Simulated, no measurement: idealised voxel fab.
The process module that follows is named voxel transistor to metal.
Shown is cross-section cut, with a width of 210 nm and square cells of size 5 nm.
Notation: cross-section as square-cell grid; stated in bands, top first, going down; one or more cell rows per band.
This entry defines a band. It first specifies the height of the band's top and the height of its bottom in nm, and then specifies the band's materials from left to right, stating each material with its width in nm. The word "edge to edge" identifies a single material that fills the band from edge to edge, while the word "empty" identifies empty space.
Heights are reckoned from 0. Under this level, the received wafer is all of one material. The bottommost band is open-ended downward, for example "0..down".
Per-row width for "30..40": begins at first number (top row of band), ends at second number (bottom row), increment between rows held constant.
It should be understood that the words "identical to before", when stated for a given step, signify that the cross-section underwent no change in any of its cells during that step.
"Closed void list" specifies each empty space that is not open to the top and that occupies no fewer than 8 cells, using the form width x height at distance, the distance measured from the left edge and all three quantities in nm.
On each step's line, the part that comes after the settings is the simulator's own comment on the step.
overlay nm: step with mask; distance mask lay right of planned place; negative value = left of planned place.
### Planned process steps
| 1 | RECEIVE | material Si |
| 2 | OXIDIZE | depth nm 5 |
| 3 | CONFORMAL_DEP | material SiN | thk nm 15 |
| 4 | MASKED_ETCH | tone cover | mask id ACTIVE | width nm 115 | etch materials SiN | depth nm 15 | overlay nm 0 |
| 5 | MASKED_ETCH | tone cover | mask id ACTIVE | width nm 115 | etch materials SiO2 | depth nm 5 | overlay nm -15 |
| 6 | MASKED_ETCH | tone cover | mask id ACTIVE | width nm 115 | etch materials Si | depth nm 25 | overlay nm 0 |
| 7 | OXIDIZE | depth nm 5 |
| 8 | FILL_DEP | material SiO2 | thk nm 15 |
| 9 | CMP | height nm 15 |
| 10 | SELECTIVE_ETCH | etch materials SiO2 | depth nm 10 |
| 11 | STRIP | etch materials SiN |
| 12 | SELECTIVE_ETCH | etch materials SiO2 | depth nm 5 |
| 13 | OXIDIZE | depth nm 5 |
| 14 | DIRECTIONAL_DEP | material polySi | thk nm 25 |
| 15 | DIRECTIONAL_DEP | material SiCN | thk nm 10 |
| 16 | DIRECTIONAL_DEP | material aC | thk nm 10 |
| 17 | PATTERN | tone cover | mask id GATE | material resist | width nm 15 | thk nm 25 | overlay nm 0 |
| 18 | DIRECTIONAL_ETCH | etch materials aC | depth nm 10 |
| 19 | STRIP | etch materials resist |
| 20 | DIRECTIONAL_ETCH | etch materials SiCN | depth nm 20 |
| 21 | DIRECTIONAL_ETCH | etch materials polySi | depth nm 35 |
| 22 | STRIP | etch materials aC |
| 23 | CONFORMAL_DEP | material SiN | thk nm 10 |
| 24 | DIRECTIONAL_ETCH | etch materials SiN | depth nm 10 |
| 25 | DIRECTIONAL_ETCH | etch materials SiO2 | depth nm 5 |
| 26 | DIRECTIONAL_ETCH | etch materials Si | depth nm 10 |
| 27 | EPI | material nSi | thk nm 15 |
| 28 | FILL_DEP | material SiO2 | thk nm 5 |
| 29 | CMP | height nm 30 |
| 30 | DIRECTIONAL_DEP | material SiO2 | thk nm 15 |
| 31 | DIRECTIONAL_DEP | material aC | thk nm 10 |
| 32 | PATTERN | tone open | mask id CONTACT | material resist | width nm 20 | pitch nm 75 | thk nm 30 | overlay nm 0 |
| 33 | DIRECTIONAL_ETCH | etch materials aC | depth nm 10 |
| 34 | STRIP | etch materials resist |
| 35 | DIRECTIONAL_ETCH | etch materials SiO2 | depth nm 50 |
| 36 | STRIP | etch materials aC |
| 37 | CONFORMAL_DEP | material TiN | thk nm 5 |
| 38 | FILL_DEP | material W | thk nm 5 |
| 39 | CMP | height nm 45 |
| 40 | CONFORMAL_DEP | material SiCN | thk nm 5 |
| 41 | DIRECTIONAL_DEP | material lowk | thk nm 25 |
| 42 | PATTERN | tone open | mask id METAL_1 | material resist | width nm 20 | pitch nm 75 | thk nm 15 | overlay nm 0 |
| 43 | DIRECTIONAL_ETCH | etch materials lowk | depth nm 25 |
| 44 | DIRECTIONAL_ETCH | etch materials SiCN | depth nm 5 |
| 45 | STRIP | etch materials resist |
| 46 | CONFORMAL_DEP | material TiN | thk nm 5 |
| 47 | FILL_DEP | material Ru | thk nm 10 |
| 48 | CMP | height nm 75 |
| 49 | CONFORMAL_DEP | material SiN | thk nm 5 |
Don't read the plan's overlay nm for step 5 as applying to every wafer: that's the first wafer's value, and the wafers differ in it, though they all start identical.
### After step 1, as received: first of several wafers, cross-section
* 0..down  Si edge to edge
* Closed void list: none
### So in this table every wafer gets its own row, and what you see is where it stands at the end of the module: for each material, how many cells it picked up (+) or gave up (-) since we received it, and after that its closed voids
overlay nm -15, +20 Ru, -202 Si, +40 SiCN, +74 SiN, +394 SiO2, +70 TiN, +30 W, +170 lowk, +61 nSi, +15 polySi, Closed void list: none
overlay nm -10, +20 Ru, -207 Si, +40 SiCN, +74 SiN, +399 SiO2, +70 TiN, +30 W, +170 lowk, +61 nSi, +15 polySi, Closed void list: none
overlay nm -5, +20 Ru, -212 Si, +40 SiCN, +74 SiN, +404 SiO2, +70 TiN, +30 W, +170 lowk, +61 nSi, +15 polySi, Closed void list: none
overlay nm 0, +20 Ru, -217 Si, +40 SiCN, +74 SiN, +412 SiO2, +72 TiN, +32 W, +170 lowk, +54 nSi, +15 polySi, Closed void list: none
overlay nm 5, +20 Ru, -212 Si, +40 SiCN, +74 SiN, +404 SiO2, +70 TiN, +30 W, +170 lowk, +61 nSi, +15 polySi, Closed void list: none
overlay nm 10, +20 Ru, -207 Si, +40 SiCN, +74 SiN, +399 SiO2, +70 TiN, +30 W, +170 lowk, +61 nSi, +15 polySi, Closed void list: none
overlay nm 15, +20 Ru, -202 Si, +40 SiCN, +74 SiN, +394 SiO2, +70 TiN, +30 W, +170 lowk, +61 nSi, +15 polySi, Closed void list: none
